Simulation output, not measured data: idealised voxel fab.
Presented below is a process module, voxel self aligned contacts.
Cross-section cut spans 200 nm and uses square cells 5 nm in size.
Cross-section, as written here: a square-cell grid given band by band from the top down, where a band holds one or more rows of cells.
Within each band entry, the heights of the top and of the bottom of the band appear first, in that order and in nm; the materials of the band then follow from left to right, each with its corresponding width in nm. The designation "all across" on a single material indicates that it fills the band from edge to edge; the designation "empty" indicates empty space.
Height datum 0, below which the as-received substrate wafer is one material. Lowest band open at the bottom, running downward: "z 0 and below".
When a width is written as two numbers, as in "30->40", the first number is the width in the top row of cells of the band and the second is the width in its bottom row, and the width changes by the same amount from each row to the next.
Where the words "no change" appear for a step, the cross-section shows no cell changed by that step; every cell remained as before.
So "Closed empty spaces" is basically the list of trapped voids: any empty space of 8 cells or more that can't reach the top through an opening. They're written width x height at distance, the distance being from the left edge, and it's all nm.
On each step's line, the part that comes after the settings is the simulator's own comment on the step.
For masked steps, "overlay nm" on the step line gives how far right of plan the mask actually lay; a minus sign means it lay to the left.
Every pair from here on: before one process step, after it. The after cross-section reaches only to the lowest band that changed. Below the pair: the step in between and its settings. Pairs can belong to different runs of this module on the same starting wafer; a pair carries on from the pair above only if the entry headed "Pre-process cross-section" says so.

[Pre-process cross-section]
  z 65 to 55  SiO2=50 | TiN=5->15 | W=30->5 | TiN=5->20 | SiO2=20 | TiN=5->15 | W=30->5 | TiN=5->20 | SiO2=50
  z 55 to 30  SiO2=15 | SiN=45 | TiN=5 | W=5 | TiN=5 | SiN=45 | TiN=5 | W=5 | TiN=5 | SiN=45 | SiO2=20
  z 30 to 0  SiO2=15 | SiN=10 | polySi=25 | SiN=10 | TiN=5 | W=5 | TiN=5 | SiN=10 | polySi=25 | SiN=10 | TiN=5 | W=5 | TiN=5 | SiN=10 | polySi=25 | SiN=10 | SiO2=20
  z 0 to -5  SiO2=60 | TiN=15 | SiO2=45 | TiN=15 | SiO2=65
  z -5 and below  Si all across
  Closed empty spaces: none

[Post-Step Cross-Section]
  z 70 to 65  SiCN all across
  Beneath the level 65, the cross-section is identical to its previous state.
  Closed empty spaces: none
Step sandwiched between the two cross-sections above: CONFORMAL_DEP with material SiCN, thk nm 5

[Pre-process cross-section]
  z 65 to 55  SiO2 all across
  z 55 to 30  SiO2=15 | SiN=45 | SiO2=15 | SiN=45 | SiO2=15 | SiN=45 | SiO2=20
  z 30 to 0  SiO2=15 | SiN=10 | polySi=25 | SiN=10 | SiO2=15 | SiN=10 | polySi=25 | SiN=10 | SiO2=15 | SiN=10 | polySi=25 | SiN=10 | SiO2=20
  z 0 to -5  SiO2 all across
  z -5 and below  Si all across
  Closed empty spaces: none

[Post-Step Cross-Section]
  z 65 to 55  SiO2=50 | empty=45 | SiO2=15 | empty=45 | SiO2=45
  z 55 to 30  SiO2=15 | SiN=45 | empty=15 | SiN=45 | empty=15 | SiN=45 | SiO2=20
  z 30 to 0  SiO2=15 | SiN=10 | polySi=25 | SiN=10 | empty=15 | SiN=10 | polySi=25 | SiN=10 | empty=15 | SiN=10 | polySi=25 | SiN=10 | SiO2=20
  z 0 to -5  SiO2=60 | empty=15 | SiO2=45 | empty=15 | SiO2=65
  Beneath the level -5, the cross-section is identical to its previous state.
  Closed empty spaces: none
Step sandwiched between the two cross-sections above: MASKED_ETCH with tone open, mask id CONTACT, width nm 45, pitch nm 60, etch materials SiO2, depth nm 70, overlay nm 5

Pre-process cross-section: nothing new to draw here, it's the after view of the pair just above.

[Post-Step Cross-Section]
  z 70 to 65  TiN=55 | empty=35 | TiN=25 | empty=35 | TiN=50
  z 65 to 55  SiO2=50 | TiN=5->15 | empty=35->5 | TiN=5->25 | SiO2=15 | TiN=5->15 | empty=35->5 | TiN=5->25 | SiO2=45
  z 55 to 30  SiO2=15 | SiN=45 | TiN=5 | empty=5 | TiN=5 | SiN=45 | TiN=5 | empty=5 | TiN=5 | SiN=45 | SiO2=20
  z 30 to 0  SiO2=15 | SiN=10 | polySi=25 | SiN=10 | TiN=5 | empty=5 | TiN=5 | SiN=10 | polySi=25 | SiN=10 | TiN=5 | empty=5 | TiN=5 | SiN=10 | polySi=25 | SiN=10 | SiO2=20
  z 0 to -5  SiO2=60 | TiN=15 | SiO2=45 | TiN=15 | SiO2=65
  Beneath the level -5, the cross-section is identical to its previous state.
  Closed empty spaces: none
Step sandwiched between the two cross-sections above: CONFORMAL_DEP with material TiN, thk nm 5

Pre-process cross-section: nothing new to draw here, it's the after view of the pair just above.

[Post-Step Cross-Section]
  z 80 to 70  W all across
  z 70 to 65  TiN=55 | W=35 | TiN=25 | W=35 | TiN=50
  z 65 to 55  SiO2=50 | TiN=5->15 | W=35->5 | TiN=5->25 | SiO2=15 | TiN=5->15 | W=35->5 | TiN=5->25 | SiO2=45
  z 55 to 30  SiO2=15 | SiN=45 | TiN=5 | W=5 | TiN=5 | SiN=45 | TiN=5 | W=5 | TiN=5 | SiN=45 | SiO2=20
  z 30 to 0  SiO2=15 | SiN=10 | polySi=25 | SiN=10 | TiN=5 | W=5 | TiN=5 | SiN=10 | polySi=25 | SiN=10 | TiN=5 | W=5 | TiN=5 | SiN=10 | polySi=25 | SiN=10 | SiO2=20
  Beneath the level 0, the cross-section is identical to its previous state.
  Closed empty spaces: none
Step sandwiched between the two cross-sections above: FILL_DEP with material W, thk nm 10

Pre-process cross-section: nothing new to draw here, it's the after view of the pair just above.

[Post-Step Cross-Section]
  z 65 to 55  SiO2=50 | TiN=5->15 | W=35->5 | TiN=5->25 | SiO2=15 | TiN=5->15 | W=35->5 | TiN=5->25 | SiO2=45
  Beneath the level 55, the cross-section is identical to its previous state.
  Closed empty spaces: none
Step sandwiched between the two cross-sections above: CMP with height nm 65

Pre-process cross-section: nothing new to draw here, it's the after view of the pair just above.

[Post-Step Cross-Section]
  z 70 to 65  SiCN all across
  Beneath the level 65, the cross-section is identical to its previous state.
  Closed empty spaces: none
Step sandwiched between the two cross-sections above: CONFORMAL_DEP with material SiCN, thk nm 5

[Pre-process cross-section]
  z 55 to 30  empty=25 | SiN=25 | empty=35 | SiN=25 | empty=35 | SiN=25 | empty=30
  z 30 to 0  empty=25 | polySi=25 | empty=35 | polySi=25 | empty=35 | polySi=25 | empty=30
  z 0 to -5  SiO2 all across
  z -5 and below  Si all across
  Closed empty spaces: none

[Post-Step Cross-Section]
  z 65 to 55  empty=15 | TiN=45 | empty=15 | TiN=45 | empty=15 | TiN=45 | empty=20
  z 55 to 30  empty=15 | TiN=10 | SiN=25 | TiN=10 | empty=15 | TiN=10 | SiN=25 | TiN=10 | empty=15 | TiN=10 | SiN=25 | TiN=10 | empty=20
  z 30 to 10  empty=15 | TiN=10 | polySi=25 | TiN=10 | empty=15 | TiN=10 | polySi=25 | TiN=10 | empty=15 | TiN=10 | polySi=25 | TiN=10 | empty=20
  z 10 to 0  TiN=25 | polySi=25 | TiN=35 | polySi=25 | TiN=35 | polySi=25 | TiN=30
  Beneath the level 0, the cross-section is identical to its previous state.
  Closed empty spaces: none
Step sandwiched between the two cross-sections above: CONFORMAL_DEP with material TiN, thk nm 10

Pre-process cross-section: nothing new to draw here, it's the after view of the pair just above.

[Post-Step Cross-Section]
  z 80 to 65  SiO2 all across
  z 65 to 55  SiO2=15 | TiN=45 | SiO2=15 | TiN=45 | SiO2=15 | TiN=45 | SiO2=20
  z 55 to 30  SiO2=15 | TiN=10 | SiN=25 | TiN=10 | SiO2=15 | TiN=10 | SiN=25 | TiN=10 | SiO2=15 | TiN=10 | SiN=25 | TiN=10 | SiO2=20
  z 30 to 10  SiO2=15 | TiN=10 | polySi=25 | TiN=10 | SiO2=15 | TiN=10 | polySi=25 | TiN=10 | SiO2=15 | TiN=10 | polySi=25 | TiN=10 | SiO2=20
  Beneath the level 10, the cross-section is identical to its previous state.
  Closed empty spaces: none
Step sandwiched between the two cross-sections above: FILL_DEP with material SiO2, thk nm 15

Pre-process cross-section: nothing new to draw here, it's the after view of the pair just above.

[Post-Step Cross-Section]
  z 65 to 55  SiO2=15 | TiN=45 | SiO2=15 | TiN=45 | SiO2=15 | TiN=45 | SiO2=20
  Beneath the level 55, the cross-section is identical to its previous state.
  Closed empty spaces: none
Step sandwiched between the two cross-sections above: CMP with height nm 65

Pre-process cross-section: nothing new to draw here, it's the after view of the pair just above.

[Post-Step Cross-Section]
  z 65 to 55  SiO2=15 | TiN=45 | empty=15 | TiN=45 | empty=15 | TiN=45 | SiO2=20
  z 55 to 30  SiO2=15 | TiN=10 | SiN=25 | TiN=10 | empty=15 | TiN=10 | SiN=25 | TiN=10 | empty=15 | TiN=10 | SiN=25 | TiN=10 | SiO2=20
  z 30 to 10  SiO2=15 | TiN=10 | polySi=25 | TiN=10 | empty=15 | TiN=10 | polySi=25 | TiN=10 | empty=15 | TiN=10 | polySi=25 | TiN=10 | SiO2=20
  Beneath the level 10, the cross-section is identical to its previous state.
  Closed empty spaces: none
Step sandwiched between the two cross-sections above: MASKED_ETCH with tone open, mask id CONTACT, width nm 45, pitch nm 60, etch materials SiO2, depth nm 70, overlay nm 0

Pre-process cross-section: nothing new to draw here, it's the after view of the pair just above.

[Post-Step Cross-Section]
  z 70 to 65  TiN=65 | empty=5 | TiN=55 | empty=5 | TiN=70
  z 65 to 55  SiO2=15 | TiN=50 | empty=5 | TiN=55 | empty=5 | TiN=50 | SiO2=20
  z 55 to 30  SiO2=15 | TiN=10 | SiN=25 | TiN=15 | empty=5 | TiN=15 | SiN=25 | TiN=15 | empty=5 | TiN=15 | SiN=25 | TiN=10 | SiO2=20
  z 30 to 15  SiO2=15 | TiN=10 | polySi=25 | TiN=15 | empty=5 | TiN=15 | polySi=25 | TiN=15 | empty=5 | TiN=15 | polySi=25 | TiN=10 | SiO2=20
  z 15 to 10  SiO2=15 | TiN=10 | polySi=25 | TiN=35 | polySi=25 | TiN=35 | polySi=25 | TiN=10 | SiO2=20
  Beneath the level 10, the cross-section is identical to its previous state.
  Closed empty spaces: none
Step sandwiched between the two cross-sections above: CONFORMAL_DEP with material TiN, thk nm 5

Pre-process cross-section: nothing new to draw here, it's the after view of the pair just above.

[Post-Step Cross-Section]
  z 80 to 70  W all across
  z 70 to 65  TiN=65 | W=5 | TiN=55 | W=5 | TiN=70
  z 65 to 55  SiO2=15 | TiN=50 | W=5 | TiN=55 | W=5 | TiN=50 | SiO2=20
  z 55 to 30  SiO2=15 | TiN=10 | SiN=25 | TiN=15 | W=5 | TiN=15 | SiN=25 | TiN=15 | W=5 | TiN=15 | SiN=25 | TiN=10 | SiO2=20
  z 30 to 15  SiO2=15 | TiN=10 | polySi=25 | TiN=15 | W=5 | TiN=15 | polySi=25 | TiN=15 | W=5 | TiN=15 | polySi=25 | TiN=10 | SiO2=20
  Beneath the level 15, the cross-section is identical to its previous state.
  Closed empty spaces: none
Step sandwiched between the two cross-sections above: FILL_DEP with material W, thk nm 10

Pre-process cross-section: nothing new to draw here, it's the after view of the pair just above.

[Post-Step Cross-Section]
  z 65 to 55  SiO2=15 | TiN=50 | W=5 | TiN=55 | W=5 | TiN=50 | SiO2=20
  Beneath the level 55, the cross-section is identical to its previous state.
  Closed empty spaces: none
Step sandwiched between the two cross-sections above: CMP with height nm 65

Pre-process cross-section: nothing new to draw here, it's the after view of the pair just above.

[Post-Step Cross-Section]
  z 70 to 65  SiCN all across
  Beneath the level 65, the cross-section is identical to its previous state.
  Closed empty spaces: none
Step sandwiched between the two cross-sections above: CONFORMAL_DEP with material SiCN, thk nm 5

[Pre-process cross-section]
  z 55 to 30  SiN all across
  z 30 to 0  polySi all across
  z 0 to -5  SiO2 all across
  z -5 and below  Si all across
  Closed empty spaces: none

[Post-Step Cross-Section]
  z 55 to 30  SiN=25 | empty=25 | SiN=35 | empty=25 | SiN=35 | empty=25 | SiN=30
  Beneath the level 30, the cross-section is identical to its previous state.
  Closed empty spaces: none
Step sandwiched between the two cross-sections above: MASKED_ETCH with tone open, mask id GATE, width nm 25, pitch nm 60, etch materials SiN, depth nm 25, overlay nm 0

Pre-process cross-section: nothing new to draw here, it's the after view of the pair just above.

[Post-Step Cross-Section]
  z 65 to 40  SiN=35 | empty=5 | SiN=55 | empty=5 | SiN=55 | empty=5 | SiN=40
  z 40 to 30  SiN all across
  Beneath the level 30, the cross-section is identical to its previous state.
  Closed empty spaces: none
Step sandwiched between the two cross-sections above: CONFORMAL_DEP with material SiN, thk nm 10

Pre-process cross-section: nothing new to draw here, it's the after view of the pair just above.

[Post-Step Cross-Section]
  z 55 to 30  SiN=35 | empty=5 | SiN=55 | empty=5 | SiN=55 | empty=5 | SiN=40
  Beneath the level 30, the cross-section is identical to its previous state.
  Closed empty spaces: none
Step sandwiched between the two cross-sections above: DIRECTIONAL_ETCH with etch materials SiN, depth nm 10

Pre-process cross-section: nothing new to draw here, it's the after view of the pair just above.

[Post-Step Cross-Section]
  z 70 to 55  SiO2 all across
  z 55 to 30  SiN=35 | SiO2=5 | SiN=55 | SiO2=5 | SiN=55 | SiO2=5 | SiN=40
  Beneath the level 30, the cross-section is identical to its previous state.
  Closed empty spaces: none
Step sandwiched between the two cross-sections above: FILL_DEP with material SiO2, thk nm 15

Pre-process cross-section: nothing new to draw here, it's the after view of the pair just above.

[Post-Step Cross-Section]
  z 65 to 55  SiO2 all across
  Beneath the level 55, the cross-section is identical to its previous state.
  Closed empty spaces: none
Step sandwiched between the two cross-sections above: CMP with height nm 65

Pre-process cross-section: nothing new to draw here, it's the after view of the pair just above.

[Post-Step Cross-Section]
  z 65 to 55  SiO2=45 | empty=45 | SiO2=15 | empty=45 | SiO2=50
  Beneath the level 55, the cross-section is identical to its previous state.
  Closed empty spaces: none
Step sandwiched between the two cross-sections above: MASKED_ETCH with tone open, mask id CONTACT, width nm 45, pitch nm 60, etch materials SiO2, depth nm 70, overlay nm 0

Pre-process cross-section: nothing new to draw here, it's the after view of the pair just above.

[Post-Step Cross-Section]
  z 70 to 65  TiN=50 | empty=35 | TiN=25 | empty=35 | TiN=55
  z 65 to 60  SiO2=45 | TiN=5 | empty=35 | TiN=5 | SiO2=15 | TiN=5 | empty=35 | TiN=5 | SiO2=50
  z 60 to 55  SiO2=45 | TiN=45 | SiO2=15 | TiN=45 | SiO2=50
  Beneath the level 55, the cross-section is identical to its previous state.
  Closed empty spaces: none
Step sandwiched between the two cross-sections above: CONFORMAL_DEP with material TiN, thk nm 5

Pre-process cross-section: nothing new to draw here, it's the after view of the pair just above.

[Post-Step Cross-Section]
  z 80 to 70  W all across
  z 70 to 65  TiN=50 | W=35 | TiN=25 | W=35 | TiN=55
  z 65 to 60  SiO2=45 | TiN=5 | W=35 | TiN=5 | SiO2=15 | TiN=5 | W=35 | TiN=5 | SiO2=50
  Beneath the level 60, the cross-section is identical to its previous state.
  Closed empty spaces: none
Step sandwiched between the two cross-sections above: FILL_DEP with material W, thk nm 10

Pre-process cross-section: nothing new to draw here, it's the after view of the pair just above.

[Post-Step Cross-Section]
  z 65 to 60  SiO2=45 | TiN=5 | W=35 | TiN=5 | SiO2=15 | TiN=5 | W=35 | TiN=5 | SiO2=50
  Beneath the level 60, the cross-section is identical to its previous state.
  Closed empty spaces: none
Step sandwiched between the two cross-sections above: CMP with height nm 65

Pre-process cross-section: nothing new to draw here, it's the after view of the pair just above.

[Post-Step Cross-Section]
  z 70 to 65  SiCN all across
  Beneath the level 65, the cross-section is identical to its previous state.
  Closed empty spaces: none
Step sandwiched between the two cross-sections above: CONFORMAL_DEP with material SiCN, thk nm 5
